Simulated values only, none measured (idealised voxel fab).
process module | voxel transistor to metal
cross-section cut | 215 nm wide | cells 5 nm
A cross-section is a grid of square cells, given in bands from the top down. A band is one or more rows of cells.
Each band's line starts with the height of the band's top and of its bottom, in nm. Then come its materials from left to right, each with its width in nm. One material with "throughout" fills the band from edge to edge. "air" is empty space.
Height 0 is the level under which the wafer as received is all one material. The lowest band goes on downwards, as in "0 down".
A width such as "30 to 40" changes by the same amount from each row of cells to the next, from the band's top row to its bottom row.
"no change" after a step means that no cell of the cross-section changed.
closed voids: empty space of 8 cells or more with no open way to the top, each as width x height at its distance from the left edge, in nm
after a step's settings: what the simulator itself notes on the step
overlay nm, on a step with a mask: how far to the right of its planned place the mask lay; to the left if negative
plan
1 op RECEIVE | material Si
2 op OXIDIZE | depth nm 5
3 op CONFORMAL_DEP | material SiN | thk nm 15
4 op DIRECTIONAL_DEP | material aC | thk nm 10
5 op PATTERN | tone cover | mask id ACTIVE | material resist | width nm 115 | thk nm 25 | overlay nm 0
6 op DIRECTIONAL_ETCH | etch materials aC | depth nm 10
7 op STRIP | etch materials resist
8 op DIRECTIONAL_ETCH | etch materials SiN | depth nm 15
9 op DIRECTIONAL_ETCH | etch materials SiO2 | depth nm 5
10 op DIRECTIONAL_ETCH | etch materials Si | depth nm 25
11 op STRIP | etch materials aC
12 op OXIDIZE | depth nm 5
13 op FILL_DEP | material SiO2 | thk nm 15
14 op CMP | height nm 15
15 op SELECTIVE_ETCH | etch materials SiO2 | depth nm 15
16 op STRIP | etch materials SiN
17 op SELECTIVE_ETCH | etch materials SiO2 | depth nm 5
18 op OXIDIZE | depth nm 5
19 op DIRECTIONAL_DEP | material polySi | thk nm 20
20 op DIRECTIONAL_DEP | material SiCN | thk nm 10
21 op PATTERN | tone cover | mask id GATE | material resist | width nm 25 | thk nm 20 | overlay nm 0
22 op DIRECTIONAL_ETCH | etch materials SiCN | depth nm 20
23 op DIRECTIONAL_ETCH | etch materials polySi | depth nm 30
24 op STRIP | etch materials resist
25 op CONFORMAL_DEP | material SiN | thk nm 5
26 op DIRECTIONAL_ETCH | etch materials SiN | depth nm 5
27 op DIRECTIONAL_ETCH | etch materials SiO2 | depth nm 5
28 op DIRECTIONAL_ETCH | etch materials Si | depth nm 15
29 op EPI | material SiGe | thk nm 15
30 op FILL_DEP | material SiO2 | thk nm 10
31 op CMP | height nm 15
32 op STRIP | etch materials polySi
33 op SELECTIVE_ETCH | etch materials SiO2 | depth nm 5
34 op CONFORMAL_DEP | material HfO2 | thk nm 5
35 op CONFORMAL_DEP | material TiN | thk nm 5
36 op FILL_DEP | material W | thk nm 10
37 op CMP | height nm 10
38 op DIRECTIONAL_DEP | material SiO2 | thk nm 15
39 op PATTERN | tone open | mask id CONTACT | material resist | width nm 20 | pitch nm 85 | thk nm 20 | overlay nm -15
40 op DIRECTIONAL_ETCH | etch materials SiO2 | depth nm 35
41 op STRIP | etch materials resist
42 op CONFORMAL_DEP | material TiN | thk nm 5
43 op FILL_DEP | material W | thk nm 10
44 op CMP | height nm 25
45 op DIRECTIONAL_DEP | material TiN | thk nm 5
46 op DIRECTIONAL_DEP | material Ru | thk nm 15
47 op PATTERN | tone cover | mask id METAL_1 | material resist | width nm 20 | pitch nm 85 | thk nm 20 | overlay nm 0
48 op DIRECTIONAL_ETCH | etch materials Ru | depth nm 15
49 op DIRECTIONAL_ETCH | etch materials TiN | depth nm 5
50 op STRIP | etch materials resist
51 op CONFORMAL_DEP | material SiCN | thk nm 5
52 op FILL_DEP | material lowk | thk nm 10
53 op CMP | height nm 45
54 op CONFORMAL_DEP | material SiCN | thk nm 5
varied across the wafers: overlay nm of step 39. The plan shows the first wafer's value. All wafers start alike
first wafer as received, after step 1
  0 down: Si throughout
  closed voids: none
each wafer at the end: cells of each material gained (+) or lost (-) since it was received, then its closed voids
overlay nm -15 | +13 HfO2 | +24 Ru | -238 Si | +90 SiCN | +60 SiGe | +6 SiN | +318 SiO2 | +44 TiN | +20 W | +93 lowk | closed voids: none
overlay nm -10 | +13 HfO2 | +24 Ru | -238 Si | +90 SiCN | +60 SiGe | +6 SiN | +315 SiO2 | +47 TiN | +20 W | +93 lowk | closed voids: none
overlay nm -5 | +13 HfO2 | +24 Ru | -238 Si | +90 SiCN | +60 SiGe | +6 SiN | +312 SiO2 | +47 TiN | +23 W | +93 lowk | closed voids: none
overlay nm 0 | +13 HfO2 | +24 Ru | -238 Si | +90 SiCN | +60 SiGe | +6 SiN | +309 SiO2 | +47 TiN | +26 W | +93 lowk | closed voids: none
overlay nm 5 | +13 HfO2 | +24 Ru | -238 Si | +90 SiCN | +60 SiGe | +6 SiN | +312 SiO2 | +47 TiN | +23 W | +93 lowk | closed voids: none
overlay nm 10 | +13 HfO2 | +24 Ru | -238 Si | +90 SiCN | +60 SiGe | +6 SiN | +315 SiO2 | +47 TiN | +20 W | +93 lowk | closed voids: none
overlay nm 15 | +13 HfO2 | +24 Ru | -238 Si | +90 SiCN | +60 SiGe | +6 SiN | +318 SiO2 | +44 TiN | +20 W | +93 lowk | closed voids: none
